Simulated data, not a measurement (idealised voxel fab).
The following is a process module called voxel air gaps.
Section shown: cut. Width: 250 nm. Cell size: 5 nm, square.
How to read a cross-section here: the picture is a grid of square cells, written as bands going from the top down, and any band can span one or more rows of cells.
Top height, bottom height, nm. Materials left to right, width each, nm. Single material + "throughout" = fills band edge to edge. "air" = empty.
Heights are expressed relative to 0, this being the level below which the as-received wafer comprises one material exclusively. The lowest band is unbounded in the downward direction and is denoted as in "0 nm and below".
Width "30->40": first value at the band's top row of cells, second value at its bottom row, equal change from row to row.
"nothing changed" -> step changed no cross-section cell.
The label "Voids lacking openings" introduces a list of the empty spaces, 8 cells or larger, that have no open way up to the top; each entry in it reads width x height at distance, where the distance is taken from the left edge and all three are stated in nm.
Anything after a step's settings on that line? It's the simulator's own note about the step.
The optional step-line setting "overlay nm" applies to steps with a mask and quantifies how far to the right of its planned location the mask lay, a negative value indicating leftward placement.

-- Process steps - plan
| 1 | RECEIVE,material Si |
| 2 | CONFORMAL_DEP,material SiO2,thk nm 15 |
| 3 | CONFORMAL_DEP,material SiCN,thk nm 5 |
| 4 | DIRECTIONAL_DEP,material SiO2,thk nm 30 |
| 5 | MASKED_ETCH,tone open,mask id LINES,width nm 20,pitch nm 50,etch materials SiO2,depth nm 30,overlay nm -15 |
| 6 | CONFORMAL_DEP,material TiN,thk nm 5 |
| 7 | FILL_DEP,material W,thk nm 10 |
| 8 | CMP,height nm 50 |
| 9 | EPI,material Ru,thk nm 10 |
| 10 | SELECTIVE_ETCH,etch materials SiO2,depth nm 40 |
| 11 | CONFORMAL_DEP,material SiCN,thk nm 5 |
Where the wafers of this document differ is in the overlay nm of step 5; they start out the same, and the plan states the value that applied to the first wafer.

-- Cross-section, first of several wafers, as delivered after step 1
> 0 nm and below: Si throughout
> Voids lacking openings: none

-- Cross-section of the first of several wafers once the module has run through its last step, step 11
> 65 nm to 60 nm: air (10); SiCN (200); air (40)
> 60 nm to 50 nm: air (10); SiCN (5); Ru (40); SiCN (10); Ru (40); SiCN (10); Ru (40); SiCN (10); Ru (40); SiCN (5); air (40)
> 50 nm to 45 nm: air (10); SiCN (15); TiN (5); W (10); TiN (5); SiCN (30); TiN (5); W (10); TiN (5); SiCN (30); TiN (5); W (10); TiN (5); SiCN (30); TiN (5); W (10); TiN (5); SiCN (15); air (40)
> 45 nm to 25 nm: air (20); SiCN (5); TiN (5); W (10); TiN (5); SiCN (5); air (20); SiCN (5); TiN (5); W (10); TiN (5); SiCN (5); air (20); SiCN (5); TiN (5); W (10); TiN (5); SiCN (5); air (20); SiCN (5); TiN (5); W (10); TiN (5); SiCN (5); air (50)
> 25 nm to 20 nm: SiCN (25); TiN (20); SiCN (30); TiN (20); SiCN (30); TiN (20); SiCN (30); TiN (20); SiCN (55)
> 20 nm to 15 nm: SiCN throughout
> 15 nm to 0 nm: SiO2 throughout
> 0 nm and below: Si throughout
> Voids lacking openings: 20 x 20 at 50; 20 x 20 at 100; 20 x 20 at 150

-- Last wafer, end of module, cross-section
> 65 nm to 60 nm: air (40); SiCN (200); air (10)
> 60 nm to 50 nm: air (40); SiCN (5); Ru (40); SiCN (10); Ru (40); SiCN (10); Ru (40); SiCN (10); Ru (40); SiCN (5); air (10)
> 50 nm to 45 nm: air (40); SiCN (15); TiN (5); W (10); TiN (5); SiCN (30); TiN (5); W (10); TiN (5); SiCN (30); TiN (5); W (10); TiN (5); SiCN (30); TiN (5); W (10); TiN (5); SiCN (15); air (10)
> 45 nm to 25 nm: air (50); SiCN (5); TiN (5); W (10); TiN (5); SiCN (5); air (20); SiCN (5); TiN (5); W (10); TiN (5); SiCN (5); air (20); SiCN (5); TiN (5); W (10); TiN (5); SiCN (5); air (20); SiCN (5); TiN (5); W (10); TiN (5); SiCN (5); air (20)
> 25 nm to 20 nm: SiCN (55); TiN (20); SiCN (30); TiN (20); SiCN (30); TiN (20); SiCN (30); TiN (20); SiCN (25)
> 20 nm to 15 nm: SiCN throughout
> 15 nm to 0 nm: SiO2 throughout
> 0 nm and below: Si throughout
> Voids lacking openings: 20 x 20 at 80; 20 x 20 at 130; 20 x 20 at 180

-- The rows of the table below are wafers. Looking at the end of the module, a row counts, for every material, the cells the wafer has gained, shown as (+), or lost, shown as (-), since it was received; its closed voids come next
overlay nm -15; +64 Ru; +196 SiCN; +150 SiO2; +56 TiN; +40 W; Voids lacking openings: 20 x 20 at 50; 20 x 20 at 100; 20 x 20 at 150
overlay nm -10; +64 Ru; +196 SiCN; +150 SiO2; +56 TiN; +40 W; Voids lacking openings: 20 x 20 at 55; 20 x 20 at 105; 20 x 20 at 155
overlay nm -5; +64 Ru; +196 SiCN; +150 SiO2; +56 TiN; +40 W; Voids lacking openings: 20 x 20 at 60; 20 x 20 at 110; 20 x 20 at 160
overlay nm 0; +64 Ru; +196 SiCN; +150 SiO2; +56 TiN; +40 W; Voids lacking openings: 20 x 20 at 65; 20 x 20 at 115; 20 x 20 at 165
overlay nm 5; +64 Ru; +196 SiCN; +150 SiO2; +56 TiN; +40 W; Voids lacking openings: 20 x 20 at 70; 20 x 20 at 120; 20 x 20 at 170
overlay nm 10; +64 Ru; +196 SiCN; +150 SiO2; +56 TiN; +40 W; Voids lacking openings: 20 x 20 at 75; 20 x 20 at 125; 20 x 20 at 175
overlay nm 15; +64 Ru; +196 SiCN; +150 SiO2; +56 TiN; +40 W; Voids lacking openings: 20 x 20 at 80; 20 x 20 at 130; 20 x 20 at 180
